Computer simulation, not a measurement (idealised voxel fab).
The process module that follows is named voxel self aligned vias.
This is section cut - it's 210 nm across, gridded in 5 nm square cells.
If you're reading a cross-section in this doc, picture square cells in a grid; it comes to you as bands, top ones listed first down to the bottom, and a band can be one or more rows of cells.
A band entry consists of two parts. The first gives the height of the band's top and the height of its bottom, in nm. The rest lists the band's materials from left to right, each with its width in nm. A single material labelled with the word "full width" fills the band from edge to edge, and the word "empty" marks empty space.
The level at which height equals 0 is the one under which the wafer, as it arrives, is entirely one material. No lower edge exists for the bottom band, which continues downward and is notated as in "from 0 down".
Top row gets the first number, bottom row gets the second, and each row in between changes by the same step: that is how a band width like "30..40" works.
Take "nothing got changed" at face value: in the step it is given for, the cross-section changed in none of its cells.
Listed in "Closed internal cavities": every empty space of 8 or more cells without an open way to the top. Form: width x height at distance, the distance being from the left edge, all in nm.
If you see something after the settings on a step's line, that's the simulator's own remark about that step.
If you see "overlay nm" on a step's line and that step has a mask, it's telling you how far right of where it was planned the mask ended up; a negative number means it went left instead.
PROCESS STEPS - PLAN
| 1 | RECEIVE [material Si] |
| 2 | CONFORMAL_DEP [material SiO2] [thk nm 15] |
| 3 | CONFORMAL_DEP [material SiCN] [thk nm 5] |
| 4 | DIRECTIONAL_DEP [material lowk] [thk nm 25] |
| 5 | DIRECTIONAL_DEP [material aC] [thk nm 15] |
| 6 | PATTERN [tone open] [mask id LINES] [material resist] [width nm 20] [pitch nm 50] [thk nm 35] [overlay nm 0] |
| 7 | DIRECTIONAL_ETCH [etch materials aC] [depth nm 15] |
| 8 | STRIP [etch materials resist] |
| 9 | DIRECTIONAL_ETCH [etch materials lowk] [depth nm 25] |
| 10 | STRIP [etch materials aC] |
| 11 | CONFORMAL_DEP [material TiN] [thk nm 5] |
| 12 | FILL_DEP [material W] [thk nm 5] |
| 13 | CMP [height nm 45] |
| 14 | SELECTIVE_ETCH [etch materials W Ru TiN] [depth nm 5] |
| 15 | FILL_DEP [material SiN] [thk nm 10] |
| 16 | CMP [height nm 45] |
| 17 | DIRECTIONAL_DEP [material lowk] [thk nm 20] |
| 18 | PATTERN [tone open] [mask id VIAS] [material resist] [width nm 30] [thk nm 15] [overlay nm 0] |
| 19 | DIRECTIONAL_ETCH [etch materials lowk] [depth nm 20] |
| 20 | DIRECTIONAL_ETCH [etch materials SiN] [depth nm 5] |
| 21 | STRIP [etch materials resist] |
| 22 | CONFORMAL_DEP [material TiN] [thk nm 5] |
| 23 | FILL_DEP [material Ru] [thk nm 10] |
| 24 | CMP [height nm 65] |
| 25 | CONFORMAL_DEP [material SiCN] [thk nm 5] |
OF TWO WAFERS, THE FIRST: RUN ACCORDING TO PLAN
STEP 1 COMPLETE: CROSS-SECTION OF THE WAFER AS RECEIVED
* from 0 down = Si full width
* Closed internal cavities: none
AFTER STEP 2: WAFER CROSS-SECTION
* from 15 to 0 = SiO2 full width
* Whatever lies below 0 is exactly as it was before.
AFTER STEP 3: WAFER CROSS-SECTION
* from 20 to 15 = SiCN full width
* Whatever lies below 15 is exactly as it was before.
AFTER STEP 4: WAFER CROSS-SECTION
* from 45 to 20 = lowk full width
* Whatever lies below 20 is exactly as it was before.
AFTER STEP 5: WAFER CROSS-SECTION
* from 60 to 45 = aC full width
* Whatever lies below 45 is exactly as it was before.
AFTER STEP 6: WAFER CROSS-SECTION
* from 95 to 60 = 70 resist / 20 empty / 30 resist / 20 empty / 70 resist
* Whatever lies below 60 is exactly as it was before.
AFTER STEP 7: WAFER CROSS-SECTION
* from 80 to 60 = 70 resist / 20 empty / 30 resist / 20 empty / 70 resist
* from 60 to 45 = 70 aC / 20 empty / 30 aC / 20 empty / 70 aC
* Whatever lies below 45 is exactly as it was before.
AFTER STEP 8: WAFER CROSS-SECTION
* from 60 to 45 = 70 aC / 20 empty / 30 aC / 20 empty / 70 aC
* Whatever lies below 45 is exactly as it was before.
AFTER STEP 9: WAFER CROSS-SECTION
* from 60 to 45 = 70 aC / 20 empty / 30 aC / 20 empty / 70 aC
* from 45 to 20 = 70 lowk / 20 empty / 30 lowk / 20 empty / 70 lowk
* Whatever lies below 20 is exactly as it was before.
AFTER STEP 10: WAFER CROSS-SECTION
* from 45 to 20 = 70 lowk / 20 empty / 30 lowk / 20 empty / 70 lowk
* Whatever lies below 20 is exactly as it was before.
AFTER STEP 11: WAFER CROSS-SECTION
* from 50 to 45 = 75 TiN / 10 empty / 40 TiN / 10 empty / 75 TiN
* from 45 to 25 = 70 lowk / 5 TiN / 10 empty / 5 TiN / 30 lowk / 5 TiN / 10 empty / 5 TiN / 70 lowk
* from 25 to 20 = 70 lowk / 20 TiN / 30 lowk / 20 TiN / 70 lowk
* Whatever lies below 20 is exactly as it was before.
AFTER STEP 12: WAFER CROSS-SECTION
* from 55 to 50 = W full width
* from 50 to 45 = 75 TiN / 10 W / 40 TiN / 10 W / 75 TiN
* from 45 to 25 = 70 lowk / 5 TiN / 10 W / 5 TiN / 30 lowk / 5 TiN / 10 W / 5 TiN / 70 lowk
* Whatever lies below 25 is exactly as it was before.
AFTER STEP 13: WAFER CROSS-SECTION
* from 45 to 25 = 70 lowk / 5 TiN / 10 W / 5 TiN / 30 lowk / 5 TiN / 10 W / 5 TiN / 70 lowk
* Whatever lies below 25 is exactly as it was before.
AFTER STEP 14: WAFER CROSS-SECTION
* from 45 to 40 = 70 lowk / 20 empty / 30 lowk / 20 empty / 70 lowk
* Whatever lies below 40 is exactly as it was before.
AFTER STEP 15: WAFER CROSS-SECTION
* from 55 to 45 = SiN full width
* from 45 to 40 = 70 lowk / 20 SiN / 30 lowk / 20 SiN / 70 lowk
* Whatever lies below 40 is exactly as it was before.
AFTER STEP 16: WAFER CROSS-SECTION
* from 45 to 40 = 70 lowk / 20 SiN / 30 lowk / 20 SiN / 70 lowk
* Whatever lies below 40 is exactly as it was before.
AFTER STEP 17: WAFER CROSS-SECTION
* from 65 to 45 = lowk full width
* Whatever lies below 45 is exactly as it was before.
AFTER STEP 18: WAFER CROSS-SECTION
* from 80 to 65 = 65 resist / 30 empty / 115 resist
* Whatever lies below 65 is exactly as it was before.
AFTER STEP 19: WAFER CROSS-SECTION
* from 80 to 65 = 65 resist / 30 empty / 115 resist
* from 65 to 45 = 65 lowk / 30 empty / 115 lowk
* Whatever lies below 45 is exactly as it was before.
AFTER STEP 20: WAFER CROSS-SECTION
* from 80 to 65 = 65 resist / 30 empty / 115 resist
* from 65 to 45 = 65 lowk / 30 empty / 115 lowk
* from 45 to 40 = 70 lowk / 20 empty / 30 lowk / 20 SiN / 70 lowk
* Whatever lies below 40 is exactly as it was before.
AFTER STEP 21: WAFER CROSS-SECTION
* from 65 to 45 = 65 lowk / 30 empty / 115 lowk
* Whatever lies below 45 is exactly as it was before.
AFTER STEP 22: WAFER CROSS-SECTION
* from 70 to 65 = 70 TiN / 20 empty / 120 TiN
* from 65 to 50 = 65 lowk / 5 TiN / 20 empty / 5 TiN / 115 lowk
* from 50 to 45 = 65 lowk / 10 TiN / 10 empty / 10 TiN / 115 lowk
* from 45 to 40 = 70 lowk / 20 TiN / 30 lowk / 20 SiN / 70 lowk
* Whatever lies below 40 is exactly as it was before.
AFTER STEP 23: WAFER CROSS-SECTION
* from 80 to 70 = Ru full width
* from 70 to 65 = 70 TiN / 20 Ru / 120 TiN
* from 65 to 50 = 65 lowk / 5 TiN / 20 Ru / 5 TiN / 115 lowk
* from 50 to 45 = 65 lowk / 10 TiN / 10 Ru / 10 TiN / 115 lowk
* Whatever lies below 45 is exactly as it was before.
AFTER STEP 24: WAFER CROSS-SECTION
* from 65 to 50 = 65 lowk / 5 TiN / 20 Ru / 5 TiN / 115 lowk
* Whatever lies below 50 is exactly as it was before.
AFTER STEP 25: WAFER CROSS-SECTION
* from 70 to 65 = SiCN full width
* Whatever lies below 65 is exactly as it was before.
WAFER TWO. IDENTICAL START, IDENTICAL PLAN. ONE MISTAKE IN EXECUTION. IDENTICAL HISTORY THROUGH STEP 2
Second wafer, cut view, end of step 3 per plan: nothing got changed
SECOND WAFER, CUT VIEW, END OF STEP 4 PER PLAN
* from 40 to 15 = lowk full width
* Whatever lies below 15 is exactly as it was before.
SECOND WAFER, CUT VIEW, END OF STEP 5 PER PLAN
* from 55 to 40 = aC full width
* Whatever lies below 40 is exactly as it was before.
SECOND WAFER, CUT VIEW, END OF STEP 6 PER PLAN
* from 90 to 55 = 70 resist / 20 empty / 30 resist / 20 empty / 70 resist
* Whatever lies below 55 is exactly as it was before.
SECOND WAFER, CUT VIEW, END OF STEP 7 PER PLAN
* from 75 to 55 = 70 resist / 20 empty / 30 resist / 20 empty / 70 resist
* from 55 to 40 = 70 aC / 20 empty / 30 aC / 20 empty / 70 aC
* Whatever lies below 40 is exactly as it was before.
SECOND WAFER, CUT VIEW, END OF STEP 8 PER PLAN
* from 55 to 40 = 70 aC / 20 empty / 30 aC / 20 empty / 70 aC
* Whatever lies below 40 is exactly as it was before.
SECOND WAFER, CUT VIEW, END OF STEP 9 PER PLAN
* from 55 to 40 = 70 aC / 20 empty / 30 aC / 20 empty / 70 aC
* from 40 to 15 = 70 lowk / 20 empty / 30 lowk / 20 empty / 70 lowk
* Whatever lies below 15 is exactly as it was before.
SECOND WAFER, CUT VIEW, END OF STEP 10 PER PLAN
* from 40 to 15 = 70 lowk / 20 empty / 30 lowk / 20 empty / 70 lowk
* Whatever lies below 15 is exactly as it was before.
SECOND WAFER, CUT VIEW, END OF STEP 11 PER PLAN
* from 45 to 40 = 75 TiN / 10 empty / 40 TiN / 10 empty / 75 TiN
* from 40 to 20 = 70 lowk / 5 TiN / 10 empty / 5 TiN / 30 lowk / 5 TiN / 10 empty / 5 TiN / 70 lowk
* from 20 to 15 = 70 lowk / 20 TiN / 30 lowk / 20 TiN / 70 lowk
* Whatever lies below 15 is exactly as it was before.
SECOND WAFER, CUT VIEW, END OF STEP 12 PER PLAN
* from 50 to 45 = W full width
* from 45 to 40 = 75 TiN / 10 W / 40 TiN / 10 W / 75 TiN
* from 40 to 20 = 70 lowk / 5 TiN / 10 W / 5 TiN / 30 lowk / 5 TiN / 10 W / 5 TiN / 70 lowk
* Whatever lies below 20 is exactly as it was before.
SECOND WAFER, CUT VIEW, END OF STEP 13 PER PLAN
* from 45 to 40 = 75 TiN / 10 W / 40 TiN / 10 W / 75 TiN
* Whatever lies below 40 is exactly as it was before.
SECOND WAFER, CUT VIEW, END OF STEP 14 PER PLAN
* from 40 to 20 = 70 lowk / 5 TiN / 10 W / 5 TiN / 30 lowk / 5 TiN / 10 W / 5 TiN / 70 lowk
* Whatever lies below 20 is exactly as it was before.
SECOND WAFER, CUT VIEW, END OF STEP 15 PER PLAN
* from 50 to 40 = SiN full width
* Whatever lies below 40 is exactly as it was before.
SECOND WAFER, CUT VIEW, END OF STEP 16 PER PLAN
* from 45 to 40 = SiN full width
* Whatever lies below 40 is exactly as it was before.
SECOND WAFER, CUT VIEW, END OF STEP 17 PER PLAN
* from 65 to 45 = lowk full width
* Whatever lies below 45 is exactly as it was before.
SECOND WAFER, CUT VIEW, END OF STEP 18 PER PLAN
* from 80 to 65 = 65 resist / 30 empty / 115 resist
* Whatever lies below 65 is exactly as it was before.
SECOND WAFER, CUT VIEW, END OF STEP 19 PER PLAN
* from 80 to 65 = 65 resist / 30 empty / 115 resist
* from 65 to 45 = 65 lowk / 30 empty / 115 lowk
* Whatever lies below 45 is exactly as it was before.
SECOND WAFER, CUT VIEW, END OF STEP 20 PER PLAN
* from 80 to 65 = 65 resist / 30 empty / 115 resist
* from 65 to 45 = 65 lowk / 30 empty / 115 lowk
* from 45 to 40 = 65 SiN / 30 empty / 115 SiN
* Whatever lies below 40 is exactly as it was before.
SECOND WAFER, CUT VIEW, END OF STEP 21 PER PLAN
* from 65 to 45 = 65 lowk / 30 empty / 115 lowk
* Whatever lies below 45 is exactly as it was before.
SECOND WAFER, CUT VIEW, END OF STEP 22 PER PLAN
* from 70 to 65 = 70 TiN / 20 empty / 120 TiN
* from 65 to 45 = 65 lowk / 5 TiN / 20 empty / 5 TiN / 115 lowk
* from 45 to 40 = 65 SiN / 30 TiN / 115 SiN
* Whatever lies below 40 is exactly as it was before.
SECOND WAFER, CUT VIEW, END OF STEP 23 PER PLAN
* from 80 to 70 = Ru full width
* from 70 to 65 = 70 TiN / 20 Ru / 120 TiN
* from 65 to 45 = 65 lowk / 5 TiN / 20 Ru / 5 TiN / 115 lowk
* Whatever lies below 45 is exactly as it was before.
SECOND WAFER, CUT VIEW, END OF STEP 24 PER PLAN
* from 65 to 45 = 65 lowk / 5 TiN / 20 Ru / 5 TiN / 115 lowk
* Whatever lies below 45 is exactly as it was before.
SECOND WAFER, CUT VIEW, END OF STEP 25 PER PLAN
* from 70 to 65 = SiCN full width
* Whatever lies below 65 is exactly as it was before.
what went wrong: not run: step 3 of the plan (skipped)
FYI, end of process, the second wafer has more or fewer cells of some materials than the first: 2 more of Ru; 42 fewer of SiCN; 32 more of SiN; 4 more of TiN; 4 more of W
